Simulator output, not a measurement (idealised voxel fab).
process module | voxel gate over fins
FYI the section here is cut, 210 nm wide, cells are 5 nm squares.
Just so we're on the same page, the cross-sections are grids of square cells, and they're listed out in bands top to bottom, each band one or more rows deep.
It is stipulated that each band's entry specify, in nanometres, the height of the top of the band and then that of its bottom, followed by the materials of the band in left-to-right sequence, each together with its width in nanometres. A single material marked by the word "throughout" is understood to fill the band from edge to edge; the word "empty" is understood to denote empty space.
All heights in this document are referenced to 0, defined as the level beneath which the wafer, as received, consists entirely of one material. The lowest band is not bounded below; it extends indefinitely downward and is written in the form "top 0, no bottom".
A two-number width, for instance "30..40", indicates that the width is equal to the first number in the top row of the band and to the second number in the bottom row, and that it changes by a constant amount per row of cells.
Basically "all unchanged" means that step didn't change any cell in the cross-section.
If an empty space has no open way to the top and is at least 8 cells in size, "Closed void roster" lists it, written width x height at distance, where distance is measured from the left edge and every value is in nm.
Formally, on a step line, whatever follows the settings is a remark that the simulator itself makes on the step.
Each step line may optionally specify "overlay nm", which for a step with a mask gives the rightward distance between the mask's planned place and where it lay, a negative value indicating the leftward direction.
So here's the lineup of process steps we planned
step 1: RECEIVE,material Si
step 2: CONFORMAL_DEP,material SiN,thk nm 5
step 3: DIRECTIONAL_DEP,material aC,thk nm 10
step 4: PATTERN,tone cover,mask id FINS,material resist,width nm 15,pitch nm 60,thk nm 25,overlay nm 0
step 5: DIRECTIONAL_ETCH,etch materials aC,depth nm 10
step 6: STRIP,etch materials resist
step 7: DIRECTIONAL_ETCH,etch materials SiN,depth nm 5
step 8: DIRECTIONAL_ETCH,etch materials Si,depth nm 35
step 9: STRIP,etch materials aC
step 10: FILL_DEP,material SiO2,thk nm 5
step 11: CMP,height nm 5
step 12: DIRECTIONAL_DEP,material aC,thk nm 10
step 13: PATTERN,tone open,mask id RAIL,material resist,width nm 15,thk nm 25,overlay nm 0
step 14: DIRECTIONAL_ETCH,etch materials aC,depth nm 10
step 15: STRIP,etch materials resist
step 16: DIRECTIONAL_ETCH,etch materials SiO2,depth nm 35
step 17: STRIP,etch materials aC
step 18: CONFORMAL_DEP,material TiN,thk nm 5
step 19: FILL_DEP,material Ru,thk nm 5
step 20: CMP,height nm 5
step 21: SELECTIVE_ETCH,etch materials W Ru TiN,depth nm 20
step 22: FILL_DEP,material SiO2,thk nm 5
step 23: CMP,height nm 5
step 24: SELECTIVE_ETCH,etch materials SiO2,depth nm 15
step 25: STRIP,etch materials SiN
step 26: CONFORMAL_DEP,material HfO2,thk nm 5
step 27: CONFORMAL_DEP,material TiN,thk nm 5
step 28: FILL_DEP,material W,thk nm 10
step 29: CMP,height nm 15
step 30: CONFORMAL_DEP,material SiN,thk nm 10
Delivered wafer in cross-section: state after step 1
    top 0, no bottom  Si throughout
    Closed void roster: none
The plan above was carried out on the starting structure above with one mistake, and this cross-section shows the wafer at the end of the module
    top 25, bottom 15  SiN throughout
    top 15, bottom 10  W throughout
    top 10, bottom 5  W 60 nm, TiN 35 nm, W 25 nm, TiN 35 nm, W 55 nm
    top 5, bottom 0  W 60 nm, TiN 5 nm, HfO2 25 nm, TiN 5 nm, W 25 nm, TiN 5 nm, HfO2 25 nm, TiN 5 nm, W 55 nm
    top 0, bottom -5  TiN 65 nm, HfO2 5 nm, Si 15 nm, HfO2 5 nm, TiN 35 nm, HfO2 5 nm, Si 15 nm, HfO2 5 nm, TiN 60 nm
    top -5, bottom -10  HfO2 70 nm, Si 15 nm, HfO2 45 nm, Si 15 nm, HfO2 65 nm
    top -10, bottom -15  SiO2 70 nm, Si 15 nm, SiO2 45 nm, Si 15 nm, SiO2 65 nm
    top -15, bottom -25  SiO2 70 nm, Si 15 nm, SiO2 10 nm, TiN 5 nm, Ru 5 nm, TiN 5 nm, SiO2 20 nm, Si 15 nm, SiO2 65 nm
    top -25, bottom -30  SiO2 70 nm, Si 15 nm, SiO2 10 nm, TiN 15 nm, SiO2 20 nm, Si 15 nm, SiO2 65 nm
    top -30, bottom -35  SiO2 70 nm, Si 15 nm, SiO2 45 nm, Si 15 nm, SiO2 65 nm
    top -35, no bottom  Si throughout
    Closed void roster: none
Want to know what went wrong? step 4 did not happen as planned, as run it was PATTERN,tone cover,mask id FINS,material resist,width nm 15,pitch nm 60,thk nm 25,overlay nm 5
